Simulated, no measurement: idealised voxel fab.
Process module, titled voxel self aligned vias
Displayed cross-section: cut, width of 245 nm, square cells sized 5 nm.
A cross-section in this document is a grid of square cells, and it is written down as bands, the top band listed before the ones below it; a band is made up of one or more rows of cells.
Band: top height; bottom height; in nm. Then, left to right: material with width in nm, for each material. "throughout": a single material spanning edge to edge. "air": empty space.
Counting heights begins at 0, where everything beneath is, in the wafer as received, one material. The lowest band has no bottom; it goes on downwards, as "from 0 down" shows.
Graded width ("30..40"): value in top row of band = first number; value in bottom row = second number; row-to-row change constant.
"identical to before" -> step changed no cross-section cell.
So "Enclosed void catalog" is basically the list of trapped voids: any empty space of 8 cells or more that can't reach the top through an opening. They're written width x height at distance, the distance being from the left edge, and it's all nm.
Anything after a step's settings on that line? It's the simulator's own note about the step.
If you see "overlay nm" on a step's line and that step has a mask, it's telling you how far right of where it was planned the mask ended up; a negative number means it went left instead.

# Below is the list of planned process steps
1 RECEIVE,material Si
2 CONFORMAL_DEP,material SiO2,thk nm 15
3 CONFORMAL_DEP,material SiCN,thk nm 5
4 DIRECTIONAL_DEP,material lowk,thk nm 20
5 DIRECTIONAL_DEP,material aC,thk nm 10
6 PATTERN,tone open,mask id LINES,material resist,width nm 30,pitch nm 70,thk nm 30,overlay nm 0
7 DIRECTIONAL_ETCH,etch materials aC,depth nm 10
8 STRIP,etch materials resist
9 DIRECTIONAL_ETCH,etch materials lowk,depth nm 20
10 STRIP,etch materials aC
11 CONFORMAL_DEP,material TiN,thk nm 5
12 FILL_DEP,material W,thk nm 10
13 CMP,height nm 40
14 SELECTIVE_ETCH,etch materials W Ru TiN,depth nm 10
15 FILL_DEP,material SiN,thk nm 10
16 CMP,height nm 40
17 DIRECTIONAL_DEP,material lowk,thk nm 20
18 PATTERN,tone open,mask id VIAS,material resist,width nm 40,pitch nm 70,thk nm 15,overlay nm 0
19 DIRECTIONAL_ETCH,etch materials lowk,depth nm 20
20 DIRECTIONAL_ETCH,etch materials SiN,depth nm 10
21 STRIP,etch materials resist
22 CONFORMAL_DEP,material TiN,thk nm 5
23 FILL_DEP,material Ru,thk nm 10
24 CMP,height nm 60
25 CONFORMAL_DEP,material SiCN,thk nm 5

# Delivered wafer in cross-section: state after step 1
* from 0 down  Si throughout
* Enclosed void catalog: none

# Final wafer profile in cross-section after the module, from the same start and plan as above, with one mistake made during processing
* from 65 to 60  SiCN throughout
* from 60 to 35  lowk: 30 | TiN: 5 | Ru: 30 | TiN: 5 | lowk: 30 | TiN: 5 | Ru: 30 | TiN: 5 | lowk: 30 | TiN: 5 | Ru: 30 | TiN: 5 | lowk: 35
* from 35 to 30  lowk: 30 | TiN: 40 | lowk: 30 | TiN: 40 | lowk: 30 | TiN: 40 | lowk: 35
* from 30 to 25  lowk: 30 | TiN: 10 | W: 20 | TiN: 10 | lowk: 30 | TiN: 10 | W: 20 | TiN: 10 | lowk: 30 | TiN: 10 | W: 20 | TiN: 10 | lowk: 35
* from 25 to 20  lowk: 30 | TiN: 40 | lowk: 30 | TiN: 40 | lowk: 30 | TiN: 40 | lowk: 35
* from 20 to 15  SiCN throughout
* from 15 to 0  SiO2 throughout
* from 0 down  Si throughout
* Enclosed void catalog: none
Nonconformance to the process plan: plan step 19 ran twice
